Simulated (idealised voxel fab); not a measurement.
The process module presented herein is designated voxel wiring stack.
300 nm wide, 5 nm square cells: that's cross-section cut.
We lay out every cross-section as a grid of square cells and spell it out in bands from the top down, where one band means one or more rows of cells. This entry defines a band. It first specifies the height of the band's top and the height of its bottom in nm, and then specifies the band's materials from left to right, stating each material with its width in nm. The word "everywhere" identifies a single material that fills the band from edge to edge, while the word "air" identifies empty space. Where do heights start? At 0: under that level the wafer as delivered is made of one material only. And the lowest band has no floor; it just carries on downward, as in "from 0 down". Width: "30->40" (first number = top row, second number = bottom row, same change from row to row of cells). "left unchanged" (step): cross-section cells unchanged, all of them. Any empty space of 8 cells or more lacking an open way to the top shows up in "Listed closed voids" as width x height at distance, distance from the left edge, in nm. If you see something after the settings on a step's line, that's the simulator's own remark about that step. A step line may carry the setting "overlay nm", which, for steps involving a mask, states the distance by which the mask lay to the right of its intended position; negative values denote displacement to the left.

## Listed below are the process steps as planned
- 1: RECEIVE [material Si]
- 2: CONFORMAL_DEP [material SiO2] [thk nm 15]
- 3: DIRECTIONAL_DEP [material TiN] [thk nm 5]
- 4: DIRECTIONAL_DEP [material Ru] [thk nm 25]
- 5: PATTERN [tone cover] [mask id METAL_1] [material resist] [width nm 20] [pitch nm 35] [thk nm 20] [overlay nm 0]
- 6: DIRECTIONAL_ETCH [etch materials Ru] [depth nm 25]
- 7: DIRECTIONAL_ETCH [etch materials TiN] [depth nm 5]
- 8: STRIP [etch materials resist]
- 9: FILL_DEP [material SiO2] [thk nm 5]
- 10: CMP [height nm 45]
- 11: CONFORMAL_DEP [material SiCN] [thk nm 5]
- 12: DIRECTIONAL_DEP [material SiO2] [thk nm 30]
- 13: PATTERN [tone open] [mask id METAL_2_HOLES] [material resist] [width nm 15] [pitch nm 35] [thk nm 20] [overlay nm 0]
- 14: DIRECTIONAL_ETCH [etch materials SiO2] [depth nm 30]
- 15: STRIP [etch materials resist]
- 16: PATTERN [tone open] [mask id METAL_2] [material resist] [width nm 20] [pitch nm 35] [thk nm 20] [overlay nm 0]
- 17: DIRECTIONAL_ETCH [etch materials SiO2] [depth nm 15]
- 18: DIRECTIONAL_ETCH [etch materials SiCN] [depth nm 5]
- 19: STRIP [etch materials resist]
- 20: CONFORMAL_DEP [material TiN] [thk nm 5]
- 21: FILL_DEP [material Cu] [thk nm 10]
- 22: CMP [height nm 80]
- 23: CONFORMAL_DEP [material SiCN] [thk nm 5]
- 24: DIRECTIONAL_DEP [material SiO2] [thk nm 10]
- 25: MASKED_ETCH [tone open] [mask id PLUG_2] [width nm 15] [pitch nm 35] [etch materials SiO2] [depth nm 10] [overlay nm 0]
- 26: MASKED_ETCH [tone open] [mask id PLUG_2] [width nm 15] [pitch nm 35] [etch materials SiCN] [depth nm 5] [overlay nm 0]
- 27: EPI [material Ru] [thk nm 10]
- 28: EPI [material Ru] [thk nm 5]
- 29: DIRECTIONAL_DEP [material TiN] [thk nm 5]
- 30: DIRECTIONAL_DEP [material Ru] [thk nm 20]
- 31: MASKED_ETCH [tone cover] [mask id METAL_3] [width nm 20] [pitch nm 35] [etch materials Ru] [depth nm 20] [overlay nm 0]
- 32: MASKED_ETCH [tone cover] [mask id METAL_3] [width nm 20] [pitch nm 35] [etch materials TiN] [depth nm 5] [overlay nm 0]
- 33: FILL_DEP [material SiO2] [thk nm 10]
- 34: CMP [height nm 120]
- 35: CONFORMAL_DEP [material SiCN] [thk nm 5]
- 36: DIRECTIONAL_DEP [material SiO2] [thk nm 20]
- 37: DIRECTIONAL_DEP [material aC] [thk nm 10]
- 38: PATTERN [tone open] [mask id PLUG_3] [material resist] [width nm 15] [pitch nm 35] [thk nm 25] [overlay nm 0]
- 39: DIRECTIONAL_ETCH [etch materials aC] [depth nm 10]
- 40: STRIP [etch materials resist]
- 41: DIRECTIONAL_ETCH [etch materials SiO2] [depth nm 20]
- 42: DIRECTIONAL_ETCH [etch materials SiCN] [depth nm 5]
- 43: STRIP [etch materials aC]
- 44: CONFORMAL_DEP [material TiN] [thk nm 5]
- 45: FILL_DEP [material Cu] [thk nm 10]
- 46: CMP [height nm 145]
- 47: DIRECTIONAL_DEP [material TiN] [thk nm 5]
- 48: DIRECTIONAL_DEP [material W] [thk nm 25]
- 49: MASKED_ETCH [tone cover] [mask id METAL_4] [width nm 20] [pitch nm 35] [etch materials W] [depth nm 25] [overlay nm 0]
- 50: MASKED_ETCH [tone cover] [mask id METAL_4] [width nm 20] [pitch nm 35] [etch materials TiN] [depth nm 5] [overlay nm 0]
- 51: CONFORMAL_DEP [material SiN] [thk nm 5]
- 52: FILL_DEP [material lowk] [thk nm 5]
- 53: CMP [height nm 175]
- 54: CONFORMAL_DEP [material SiN] [thk nm 5]

## Cross-section of the incoming wafer, state after step 1
> from 0 down = Si everywhere
> Listed closed voids: none

## The first of the two wafers as seen in cross-section once the module was finished; processing followed the plan
> from 180 to 175 = SiN everywhere
> from 175 to 150 = 80 of lowk, then 5 of SiN, then 20 of W, then 5 of SiN, then 5 of lowk, then 5 of SiN, then 20 of W, then 5 of SiN, then 5 of lowk, then 5 of SiN, then 20 of W, then 5 of SiN, then 5 of lowk, then 5 of SiN, then 20 of W, then 5 of SiN, then 85 of lowk
> from 150 to 145 = 85 of SiN, then 20 of TiN, then 15 of SiN, then 20 of TiN, then 15 of SiN, then 20 of TiN, then 15 of SiN, then 20 of TiN, then 90 of SiN
> from 145 to 125 = 85 of SiO2, then 5 of TiN, then 5 of Cu, then 5 of TiN, then 20 of SiO2, then 5 of TiN, then 5 of Cu, then 5 of TiN, then 20 of SiO2, then 5 of TiN, then 5 of Cu, then 5 of TiN, then 20 of SiO2, then 5 of TiN, then 5 of Cu, then 5 of TiN, then 95 of SiO2
> from 125 to 120 = 85 of SiCN, then 15 of TiN, then 20 of SiCN, then 15 of TiN, then 20 of SiCN, then 15 of TiN, then 20 of SiCN, then 15 of TiN, then 95 of SiCN
> from 120 to 100 = 85 of SiO2, then 20 of Ru, then 15 of SiO2, then 20 of Ru, then 15 of SiO2, then 20 of Ru, then 15 of SiO2, then 20 of Ru, then 90 of SiO2
> from 100 to 95 = 85 of SiO2, then 20 of TiN, then 15 of SiO2, then 20 of TiN, then 15 of SiO2, then 20 of TiN, then 15 of SiO2, then 20 of TiN, then 90 of SiO2
> from 95 to 85 = 85 of SiO2, then 15 of Ru, then 20 of SiO2, then 15 of Ru, then 20 of SiO2, then 15 of Ru, then 20 of SiO2, then 15 of Ru, then 95 of SiO2
> from 85 to 80 = 85 of SiCN, then 15 of Ru, then 20 of SiCN, then 15 of Ru, then 20 of SiCN, then 15 of Ru, then 20 of SiCN, then 15 of Ru, then 95 of SiCN
> from 80 to 70 = 85 of SiO2, then 5 of TiN, then 10 of Cu, then 5 of TiN, then 15 of SiO2, then 5 of TiN, then 10 of Cu, then 5 of TiN, then 15 of SiO2, then 5 of TiN, then 10 of Cu, then 5 of TiN, then 15 of SiO2, then 5 of TiN, then 10 of Cu, then 5 of TiN, then 90 of SiO2
> from 70 to 65 = 85 of SiO2, then 5 of TiN, then 5 of Cu, then 10 of TiN, then 15 of SiO2, then 5 of TiN, then 5 of Cu, then 10 of TiN, then 15 of SiO2, then 5 of TiN, then 5 of Cu, then 10 of TiN, then 15 of SiO2, then 5 of TiN, then 5 of Cu, then 10 of TiN, then 90 of SiO2
> from 65 to 50 = 85 of SiO2, then 5 of TiN, then 5 of Cu, then 5 of TiN, then 20 of SiO2, then 5 of TiN, then 5 of Cu, then 5 of TiN, then 20 of SiO2, then 5 of TiN, then 5 of Cu, then 5 of TiN, then 20 of SiO2, then 5 of TiN, then 5 of Cu, then 5 of TiN, then 95 of SiO2
> from 50 to 45 = 85 of SiCN, then 15 of TiN, then 20 of SiCN, then 15 of TiN, then 20 of SiCN, then 15 of TiN, then 20 of SiCN, then 15 of TiN, then 95 of SiCN
> from 45 to 20 = 85 of SiO2, then 20 of Ru, then 15 of SiO2, then 20 of Ru, then 15 of SiO2, then 20 of Ru, then 15 of SiO2, then 20 of Ru, then 90 of SiO2
> from 20 to 15 = 85 of SiO2, then 20 of TiN, then 15 of SiO2, then 20 of TiN, then 15 of SiO2, then 20 of TiN, then 15 of SiO2, then 20 of TiN, then 90 of SiO2
> from 15 to 0 = SiO2 everywhere
> from 0 down = Si everywhere
> Listed closed voids: none

## Second wafer cross-section at end of module - shared start and plan with the first, one mistake in the run
> from 180 to 175 = SiN everywhere
> from 175 to 155 = 85 of lowk, then 5 of SiN, then 20 of W, then 5 of SiN, then 5 of lowk, then 5 of SiN, then 20 of W, then 5 of SiN, then 5 of lowk, then 5 of SiN, then 20 of W, then 5 of SiN, then 5 of lowk, then 5 of SiN, then 20 of W, then 5 of SiN, then 80 of lowk
> from 155 to 150 = 80 of lowk, then 10 of SiN, then 20 of W, then 15 of SiN, then 20 of W, then 15 of SiN, then 20 of W, then 15 of SiN, then 20 of W, then 5 of SiN, then 80 of lowk
> from 150 to 145 = 85 of SiN, then 25 of TiN, then 10 of SiN, then 25 of TiN, then 10 of SiN, then 25 of TiN, then 10 of SiN, then 25 of TiN, then 85 of SiN
> from 145 to 125 = 85 of SiO2, then 5 of TiN, then 5 of Cu, then 5 of TiN, then 20 of SiO2, then 5 of TiN, then 5 of Cu, then 5 of TiN, then 20 of SiO2, then 5 of TiN, then 5 of Cu, then 5 of TiN, then 20 of SiO2, then 5 of TiN, then 5 of Cu, then 5 of TiN, then 95 of SiO2
> from 125 to 120 = 85 of SiCN, then 15 of TiN, then 20 of SiCN, then 15 of TiN, then 20 of SiCN, then 15 of TiN, then 20 of SiCN, then 15 of TiN, then 95 of SiCN
> from 120 to 100 = 85 of SiO2, then 20 of Ru, then 15 of SiO2, then 20 of Ru, then 15 of SiO2, then 20 of Ru, then 15 of SiO2, then 20 of Ru, then 90 of SiO2
> from 100 to 95 = 85 of SiO2, then 20 of TiN, then 15 of SiO2, then 20 of TiN, then 15 of SiO2, then 20 of TiN, then 15 of SiO2, then 20 of TiN, then 90 of SiO2
> from 95 to 85 = 85 of SiO2, then 15 of Ru, then 20 of SiO2, then 15 of Ru, then 20 of SiO2, then 15 of Ru, then 20 of SiO2, then 15 of Ru, then 95 of SiO2
> from 85 to 80 = 85 of SiCN, then 15 of Ru, then 20 of SiCN, then 15 of Ru, then 20 of SiCN, then 15 of Ru, then 20 of SiCN, then 15 of Ru, then 95 of SiCN
> from 80 to 70 = 85 of SiO2, then 5 of TiN, then 10 of Cu, then 5 of TiN, then 15 of SiO2, then 5 of TiN, then 10 of Cu, then 5 of TiN, then 15 of SiO2, then 5 of TiN, then 10 of Cu, then 5 of TiN, then 15 of SiO2, then 5 of TiN, then 10 of Cu, then 5 of TiN, then 90 of SiO2
> from 70 to 65 = 85 of SiO2, then 5 of TiN, then 5 of Cu, then 10 of TiN, then 15 of SiO2, then 5 of TiN, then 5 of Cu, then 10 of TiN, then 15 of SiO2, then 5 of TiN, then 5 of Cu, then 10 of TiN, then 15 of SiO2, then 5 of TiN, then 5 of Cu, then 10 of TiN, then 90 of SiO2
> from 65 to 50 = 85 of SiO2, then 5 of TiN, then 5 of Cu, then 5 of TiN, then 20 of SiO2, then 5 of TiN, then 5 of Cu, then 5 of TiN, then 20 of SiO2, then 5 of TiN, then 5 of Cu, then 5 of TiN, then 20 of SiO2, then 5 of TiN, then 5 of Cu, then 5 of TiN, then 95 of SiO2
> from 50 to 45 = 85 of SiCN, then 15 of TiN, then 20 of SiCN, then 15 of TiN, then 20 of SiCN, then 15 of TiN, then 20 of SiCN, then 15 of TiN, then 95 of SiCN
> from 45 to 20 = 85 of SiO2, then 20 of Ru, then 15 of SiO2, then 20 of Ru, then 15 of SiO2, then 20 of Ru, then 15 of SiO2, then 20 of Ru, then 90 of SiO2
> from 20 to 15 = 85 of SiO2, then 20 of TiN, then 15 of SiO2, then 20 of TiN, then 15 of SiO2, then 20 of TiN, then 15 of SiO2, then 20 of TiN, then 90 of SiO2
> from 15 to 0 = SiO2 everywhere
> from 0 down = Si everywhere
> Listed closed voids: none
Nonconformance to the process plan: step 49 was run on a setting that differed from the plan, and what really ran there is MASKED_ETCH [tone cover] [mask id METAL_4] [width nm 20] [pitch nm 35] [etch materials W] [depth nm 25] [overlay nm 5]
In the final state, the cell counts of the second wafer exceed or fall short of those of the first for the following materials: 4 more of TiN, 4 fewer of lowk
